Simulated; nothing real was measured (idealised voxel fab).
This section sets out a process module, namely voxel trench capacitor.
The cross-section on display is named cut; it measures 270 nm wide, and its cells are 5 nm squares.
Format of a cross-section: grid, square cells. Given as bands. Order: top down. Band: one or more rows of cells. What a band's entry tells you: where the top is and where the bottom is, as heights in nm, and after that what lies inside, material by material from left to right, each with its width in nm. Empty space is written as the word "air", and a single material marked with the word "edge to edge" occupies the band from edge to edge. Heights are measured from 0, the level below which the as-received wafer is all one material; the lowest band has no bottom and continues downward, written as in "0 -> down". When a width is written as two numbers, as in "30..40", the first number is the width in the top row of cells of the band and the second is the width in its bottom row, and the width changes by the same amount from each row to the next. "nothing different" (step): cross-section cells unchanged, all of them. The label "Closed void table" introduces a list of the empty spaces, 8 cells or larger, that have no open way up to the top; each entry in it reads width x height at distance, where the distance is taken from the left edge and all three are stated in nm. That trailing text on a step's line, after the settings, is the simulator's own remark on the step. On any step carrying a mask, the "overlay nm" setting, if present on the step's line, tells how far right of its planned place the mask lay; negative values point to the left.
# Planned process steps
1,RECEIVE, material Si
2,CONFORMAL_DEP, material SiN, thk nm 5
3,PATTERN, tone open, mask id TRENCH, material resist, width nm 25, pitch nm 50, thk nm 20, overlay nm 0
4,DIRECTIONAL_ETCH, etch materials SiN, depth nm 5
5,DIRECTIONAL_ETCH, etch materials Si, depth nm 40
6,STRIP, etch materials resist
7,CONFORMAL_DEP, material SiO2, thk nm 5
8,FILL_DEP, material polySi, thk nm 5
9,CMP, height nm 5
# Here's what the wafer looked like in cross-section when it arrived - that's after step 1
    0 -> down | Si edge to edge
    Closed void table: none
# Post-module cross-section of the first of two wafers (run per plan)
    5 -> 0 | 70 of SiN / 5 of SiO2 / 15 of polySi / 5 of SiO2 / 25 of SiN / 5 of SiO2 / 15 of polySi / 5 of SiO2 / 25 of SiN / 5 of SiO2 / 15 of polySi / 5 of SiO2 / 75 of SiN
    0 -> -35 | 70 of Si / 5 of SiO2 / 15 of polySi / 5 of SiO2 / 25 of Si / 5 of SiO2 / 15 of polySi / 5 of SiO2 / 25 of Si / 5 of SiO2 / 15 of polySi / 5 of SiO2 / 75 of Si
    -35 -> -40 | 70 of Si / 25 of SiO2 / 25 of Si / 25 of SiO2 / 25 of Si / 25 of SiO2 / 75 of Si
    -40 -> down | Si edge to edge
    Closed void table: none
# Cross-sectional view of the second of two wafers upon completion of the module. This wafer shared its starting condition and process plan with the first; one error was made during its execution
    5 -> 0 | 70 of SiN / 5 of SiO2 / 15 of polySi / 5 of SiO2 / 25 of SiN / 5 of SiO2 / 15 of polySi / 5 of SiO2 / 25 of SiN / 5 of SiO2 / 15 of polySi / 5 of SiO2 / 75 of SiN
    0 -> -40 | 70 of Si / 5 of SiO2 / 15 of polySi / 5 of SiO2 / 25 of Si / 5 of SiO2 / 15 of polySi / 5 of SiO2 / 25 of Si / 5 of SiO2 / 15 of polySi / 5 of SiO2 / 75 of Si
    -40 -> -45 | 70 of Si / 25 of SiO2 / 25 of Si / 25 of SiO2 / 25 of Si / 25 of SiO2 / 75 of Si
    -45 -> down | Si edge to edge
    Closed void table: none
The mistake made against the process plan was this: step 5 deviated from plan and actually ran as DIRECTIONAL_ETCH, etch materials Si, depth nm 45
At the finish, the second wafer shows more or fewer cells for some materials than the first does: -15 Si; +6 SiO2; +9 polySi
